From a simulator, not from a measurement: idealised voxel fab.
The name of this process module is voxel ribs on slabs.
Cross-sectional view cut (width: 265 nm; square cell size: 5 nm).
Cross-section layout: square cells on a grid; listed as bands, top to bottom; a band spans one or more cell rows.
What a band's entry tells you: where the top is and where the bottom is, as heights in nm, and after that what lies inside, material by material from left to right, each with its width in nm. Empty space is written as the word "empty", and a single material marked with the word "all across" occupies the band from edge to edge.
Where do heights start? At 0: under that level the wafer as delivered is made of one material only. And the lowest band has no floor; it just carries on downward, as in "top 0, no bottom".
Per-row width for "30 to 40": begins at first number (top row of band), ends at second number (bottom row), increment between rows held constant.
It should be understood that the words "all unchanged", when stated for a given step, signify that the cross-section underwent no change in any of its cells during that step.
Closed empty spaces (no open way to the top) of 8 cells or more are what "Enclosed internal cavities" lists, each as width x height at distance from the left edge, nm for all three.
Step line, after settings: the simulator's comment on this step.
A step's line can hold "overlay nm"; with a mask on that step, the setting says how far right of the planned place the mask lay, while a negative setting says it lay to the left.

## The following list gives the planned process steps
- 1: RECEIVE (material Si)
- 2: DIRECTIONAL_DEP (material SiO2; thk nm 20)
- 3: DIRECTIONAL_DEP (material SiN; thk nm 25)
- 4: DIRECTIONAL_DEP (material aC; thk nm 10)
- 5: PATTERN (tone cover; mask id RIB; material resist; width nm 25; thk nm 25; overlay nm 0)
- 6: DIRECTIONAL_ETCH (etch materials aC; depth nm 10)
- 7: STRIP (etch materials resist)
- 8: DIRECTIONAL_ETCH (etch materials SiN; depth nm 20)
- 9: STRIP (etch materials aC)
- 10: MASKED_ETCH (tone cover; mask id SLAB; width nm 75; etch materials SiN; depth nm 5; overlay nm 0)
- 11: FILL_DEP (material SiO2; thk nm 15)
- 12: CMP (height nm 55)
- 13: DIRECTIONAL_DEP (material TiN; thk nm 5)
- 14: MASKED_ETCH (tone cover; mask id HEATER; width nm 35; etch materials TiN; depth nm 5; overlay nm 0)
- 15: CONFORMAL_DEP (material SiO2; thk nm 5)

## As-received state of the wafer in cross-section, equivalent to post-step 1
* top 0, no bottom = Si all across
* Enclosed internal cavities: none

## End-of-module cross-section of the first of two wafers, processed as planned
* top 65, bottom 60 = empty 110 nm  SiO2 45 nm  empty 110 nm
* top 60, bottom 55 = SiO2 115 nm  TiN 35 nm  SiO2 115 nm
* top 55, bottom 45 = SiO2 all across
* top 45, bottom 25 = SiO2 120 nm  SiN 25 nm  SiO2 120 nm
* top 25, bottom 20 = SiO2 95 nm  SiN 75 nm  SiO2 95 nm
* top 20, bottom 0 = SiO2 all across
* top 0, no bottom = Si all across
* Enclosed internal cavities: none

## Wafer two cross-section, module end. Start and plan unchanged from wafer one; one mistake made during the run
* top 65, bottom 60 = empty 110 nm  SiO2 45 nm  empty 110 nm
* top 60, bottom 55 = SiO2 115 nm  TiN 35 nm  SiO2 115 nm
* top 55, bottom 25 = SiO2 all across
* top 25, bottom 0 = SiN all across
* top 0, no bottom = Si all across
* Enclosed internal cavities: none
Short version of what went wrong: sequence error: steps 2 and 3 interchanged
Final difference in cells, second wafer against first, listed per material as more or fewer: 230 more of SiN, 230 fewer of SiO2
